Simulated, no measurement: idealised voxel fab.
Process module in this document: voxel wiring stack
The cross-section shown here is cut; it is 150 nm wide and divided into square cells measuring 5 nm on a side.
Reading order for cross-sections: top band down to bottom band. Underlying form: a grid of square cells. Band size: one or more rows of cells.
Band entry format. Leading values: height of top, height of bottom, nm. Remainder: materials in left-to-right order, each with its width in nm. Special words: "edge to edge" on a single material, which then fills the band edge to edge; "air", empty space.
Beneath 0, the wafer as received is one material, and that level is where height counting begins. The lowest band goes on downward without a bottom; it is written like "top 0, no bottom".
Read "30 to 40" as a graded width: first number on top, second number at the bottom, same change between each pair of neighbouring rows.
When a step is marked "no change", none of the cells in the cross-section changed during that step.
"Enclosed internal voids" means: voids of 8 cells or more that are shut off from the top with no open way through. Written width x height at distance, distance from the left edge, in nm.
Step line, after settings: the simulator's comment on this step.
A step's line can hold "overlay nm"; with a mask on that step, the setting says how far right of the planned place the mask lay, while a negative setting says it lay to the left.
# Steps in the process plan
step 1: RECEIVE: material Si
step 2: CONFORMAL_DEP: material SiO2, thk nm 15
step 3: DIRECTIONAL_DEP: material TiN, thk nm 5
step 4: DIRECTIONAL_DEP: material Ru, thk nm 15
step 5: MASKED_ETCH: tone cover, mask id METAL_1, width nm 25, pitch nm 45, etch materials Ru, depth nm 15, overlay nm 0
step 6: MASKED_ETCH: tone cover, mask id METAL_1, width nm 25, pitch nm 45, etch materials TiN, depth nm 5, overlay nm 0
step 7: CONFORMAL_DEP: material SiN, thk nm 5
step 8: FILL_DEP: material lowk, thk nm 5
step 9: CMP: height nm 35
step 10: CONFORMAL_DEP: material SiCN, thk nm 5
step 11: DIRECTIONAL_DEP: material SiO2, thk nm 15
step 12: MASKED_ETCH: tone open, mask id PLUG_1, width nm 15, pitch nm 90, etch materials SiO2, depth nm 15, overlay nm 0
step 13: MASKED_ETCH: tone open, mask id PLUG_1, width nm 15, pitch nm 90, etch materials SiCN, depth nm 5, overlay nm 0
step 14: CONFORMAL_DEP: material TiN, thk nm 5
step 15: FILL_DEP: material Cu, thk nm 10
step 16: CMP: height nm 55
step 17: CONFORMAL_DEP: material SiCN, thk nm 5
step 18: DIRECTIONAL_DEP: material lowk, thk nm 15
step 19: DIRECTIONAL_DEP: material aC, thk nm 15
step 20: PATTERN: tone open, mask id METAL_2, material resist, width nm 15, pitch nm 45, thk nm 30, overlay nm 0
step 21: DIRECTIONAL_ETCH: etch materials aC, depth nm 15
step 22: STRIP: etch materials resist
step 23: DIRECTIONAL_ETCH: etch materials lowk, depth nm 15
step 24: DIRECTIONAL_ETCH: etch materials SiCN, depth nm 5
step 25: STRIP: etch materials aC
step 26: CONFORMAL_DEP: material TiN, thk nm 5
step 27: FILL_DEP: material Ru, thk nm 10
step 28: CMP: height nm 75
step 29: CONFORMAL_DEP: material SiCN, thk nm 5
step 30: DIRECTIONAL_DEP: material SiO2, thk nm 35
step 31: MASKED_ETCH: tone open, mask id METAL_3_HOLES, width nm 15, pitch nm 45, etch materials SiO2, depth nm 35, overlay nm 0
step 32: PATTERN: tone open, mask id METAL_3, material resist, width nm 25, pitch nm 45, thk nm 15, overlay nm 0
step 33: DIRECTIONAL_ETCH: etch materials SiO2, depth nm 20
step 34: DIRECTIONAL_ETCH: etch materials SiCN, depth nm 5
step 35: STRIP: etch materials resist
step 36: CONFORMAL_DEP: material TiN, thk nm 5
step 37: FILL_DEP: material Cu, thk nm 5
step 38: CMP: height nm 115
step 39: CONFORMAL_DEP: material SiN, thk nm 5
The wafers in this document start out alike and differ in the width nm applied at step 20; the plan shows the value used for the first wafer.
# Step 1 complete: as-received cross-section of the first of several wafers
- top 0, no bottom | Si edge to edge
- Enclosed internal voids: none
# Wafer cross-section (first of several) - module end, post step 39 (last step)
- top 120, bottom 115 | SiN edge to edge
- top 115, bottom 100 | SiO2 15 nm; TiN 5 nm; Cu 15 nm; TiN 5 nm; SiO2 20 nm; TiN 5 nm; Cu 15 nm; TiN 5 nm; SiO2 20 nm; TiN 5 nm; Cu 15 nm; TiN 5 nm; SiO2 20 nm
- top 100, bottom 95 | SiO2 15 nm; TiN 5 nm; Cu 5 nm; TiN 15 nm; SiO2 20 nm; TiN 5 nm; Cu 5 nm; TiN 15 nm; SiO2 20 nm; TiN 5 nm; Cu 5 nm; TiN 15 nm; SiO2 20 nm
- top 95, bottom 80 | SiO2 15 nm; TiN 5 nm; Cu 5 nm; TiN 5 nm; SiO2 30 nm; TiN 5 nm; Cu 5 nm; TiN 5 nm; SiO2 30 nm; TiN 5 nm; Cu 5 nm; TiN 5 nm; SiO2 30 nm
- top 80, bottom 75 | SiCN 15 nm; TiN 15 nm; SiCN 30 nm; TiN 15 nm; SiCN 30 nm; TiN 15 nm; SiCN 30 nm
- top 75, bottom 60 | lowk 20 nm; TiN 5 nm; Ru 5 nm; TiN 5 nm; lowk 30 nm; TiN 5 nm; Ru 5 nm; TiN 5 nm; lowk 30 nm; TiN 5 nm; Ru 5 nm; TiN 5 nm; lowk 25 nm
- top 60, bottom 55 | SiCN 20 nm; TiN 15 nm; SiCN 30 nm; TiN 15 nm; SiCN 30 nm; TiN 15 nm; SiCN 25 nm
- top 55, bottom 40 | SiO2 15 nm; TiN 5 nm; Cu 5 nm; TiN 5 nm; SiO2 75 nm; TiN 5 nm; Cu 5 nm; TiN 5 nm; SiO2 30 nm
- top 40, bottom 35 | SiCN 15 nm; TiN 15 nm; SiCN 75 nm; TiN 15 nm; SiCN 30 nm
- top 35, bottom 20 | lowk 10 nm; SiN 5 nm; Ru 25 nm; SiN 5 nm; lowk 10 nm; SiN 5 nm; Ru 25 nm; SiN 5 nm; lowk 10 nm; SiN 5 nm; Ru 25 nm; SiN 5 nm; lowk 15 nm
- top 20, bottom 15 | SiN 15 nm; TiN 25 nm; SiN 20 nm; TiN 25 nm; SiN 20 nm; TiN 25 nm; SiN 20 nm
- top 15, bottom 0 | SiO2 edge to edge
- top 0, no bottom | Si edge to edge
- Enclosed internal voids: none
# Module end, final wafer: cross-section
- top 120, bottom 115 | SiN edge to edge
- top 115, bottom 100 | SiO2 15 nm; TiN 5 nm; Cu 15 nm; TiN 5 nm; SiO2 20 nm; TiN 5 nm; Cu 15 nm; TiN 5 nm; SiO2 20 nm; TiN 5 nm; Cu 15 nm; TiN 5 nm; SiO2 20 nm
- top 100, bottom 95 | SiO2 15 nm; TiN 5 nm; Cu 5 nm; TiN 15 nm; SiO2 20 nm; TiN 5 nm; Cu 5 nm; TiN 15 nm; SiO2 20 nm; TiN 5 nm; Cu 5 nm; TiN 15 nm; SiO2 20 nm
- top 95, bottom 80 | SiO2 15 nm; TiN 5 nm; Cu 5 nm; TiN 5 nm; SiO2 30 nm; TiN 5 nm; Cu 5 nm; TiN 5 nm; SiO2 30 nm; TiN 5 nm; Cu 5 nm; TiN 5 nm; SiO2 30 nm
- top 80, bottom 75 | SiCN 15 nm; TiN 15 nm; SiCN 30 nm; TiN 15 nm; SiCN 30 nm; TiN 15 nm; SiCN 30 nm
- top 75, bottom 60 | lowk 15 nm; TiN 5 nm; Ru 20 nm; TiN 5 nm; lowk 15 nm; TiN 5 nm; Ru 20 nm; TiN 5 nm; lowk 15 nm; TiN 5 nm; Ru 20 nm; TiN 5 nm; lowk 15 nm
- top 60, bottom 55 | SiCN 15 nm; TiN 30 nm; SiCN 15 nm; TiN 30 nm; SiCN 15 nm; TiN 30 nm; SiCN 15 nm
- top 55, bottom 40 | SiO2 15 nm; TiN 5 nm; Cu 5 nm; TiN 5 nm; SiO2 75 nm; TiN 5 nm; Cu 5 nm; TiN 5 nm; SiO2 30 nm
- top 40, bottom 35 | SiCN 15 nm; TiN 15 nm; SiCN 75 nm; TiN 15 nm; SiCN 30 nm
- top 35, bottom 20 | lowk 10 nm; SiN 5 nm; Ru 25 nm; SiN 5 nm; lowk 10 nm; SiN 5 nm; Ru 25 nm; SiN 5 nm; lowk 10 nm; SiN 5 nm; Ru 25 nm; SiN 5 nm; lowk 15 nm
- top 20, bottom 15 | SiN 15 nm; TiN 25 nm; SiN 20 nm; TiN 25 nm; SiN 20 nm; TiN 25 nm; SiN 20 nm
- top 15, bottom 0 | SiO2 edge to edge
- top 0, no bottom | Si edge to edge
- Enclosed internal voids: none
# Below: a row per wafer. Contents at end of module: for every material, cells gained since receipt (+) or lost since receipt (-); then closed voids
width nm 15, +45 Cu, +54 Ru, +66 SiCN, +63 SiN, +285 SiO2, +117 TiN, +90 lowk, Enclosed internal voids: none
width nm 20, +45 Cu, +63 Ru, +63 SiCN, +63 SiN, +285 SiO2, +120 TiN, +81 lowk, Enclosed internal voids: none
width nm 25, +45 Cu, +72 Ru, +60 SiCN, +63 SiN, +285 SiO2, +123 TiN, +72 lowk, Enclosed internal voids: none
width nm 30, +45 Cu, +81 Ru, +57 SiCN, +63 SiN, +285 SiO2, +126 TiN, +63 lowk, Enclosed internal voids: none
